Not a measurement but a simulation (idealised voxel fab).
The process module that follows is named voxel local oxidation.
Section shown: cut. Width: 160 nm. Cell size: 5 nm, square.
In what follows, cross-sections appear as grids of square cells, described through bands that run from the top down, where every band is one or more rows of cells. Look at the band entry: it leads with the top's height and the bottom's height in nm. Then it lists the materials left to right, with a width in nm for each. The word "edge to edge" on a single material says that material fills the band edge to edge. The word "air" is empty space. Heights are expressed relative to 0, this being the level below which the as-received wafer comprises one material exclusively. The lowest band is unbounded in the downward direction and is denoted as in "0 and below". A two-number width, for instance "30..40", indicates that the width is equal to the first number in the top row of the band and to the second number in the bottom row, and that it changes by a constant amount per row of cells. "same as before" for a step: no cell of the cross-section changed in that step. In "Completely sealed voids" the enclosed voids are listed, meaning empty spaces of 8 cells or larger without any opening to the top. The form is width x height at distance, distance from the left edge, units nm. Post-settings text on a step line: simulator's own remark regarding the step. Each step line may optionally specify "overlay nm", which for a step with a mask gives the rightward distance between the mask's planned place and where it lay, a negative value indicating the leftward direction.

### These are the steps we planned for the process
1) RECEIVE,material Si
2) CONFORMAL_DEP,material SiO2,thk nm 5
3) CONFORMAL_DEP,material SiN,thk nm 15
4) PATTERN,tone cover,mask id ACTIVE,material resist,width nm 105,thk nm 20,overlay nm 0
5) DIRECTIONAL_ETCH,etch materials SiN,depth nm 15
6) STRIP,etch materials resist
7) SELECTIVE_ETCH,etch materials SiO2,depth nm 5
8) OXIDIZE,depth nm 15
9) STRIP,etch materials SiN
Split variable: width nm, step 4. Plan value = first wafer. Wafers start alike.

### Cross-sectional view of the first of several wafers in the as-received condition, corresponding to the state following step 1
* 0 and below | Si edge to edge
* Completely sealed voids: none

### Heads up, this table goes wafer by wafer. A row tells you, at the end of the module, how many cells of each material that wafer has put on (+) or dropped (-) since it was received, and then its closed voids
width nm 105, -57 Si, +76 SiO2, Completely sealed voids: none
width nm 110, -54 Si, +74 SiO2, Completely sealed voids: none
width nm 115, -51 Si, +72 SiO2, Completely sealed voids: none
width nm 120, -48 Si, +70 SiO2, Completely sealed voids: none
width nm 125, -45 Si, +68 SiO2, Completely sealed voids: none
width nm 130, -42 Si, +66 SiO2, Completely sealed voids: none
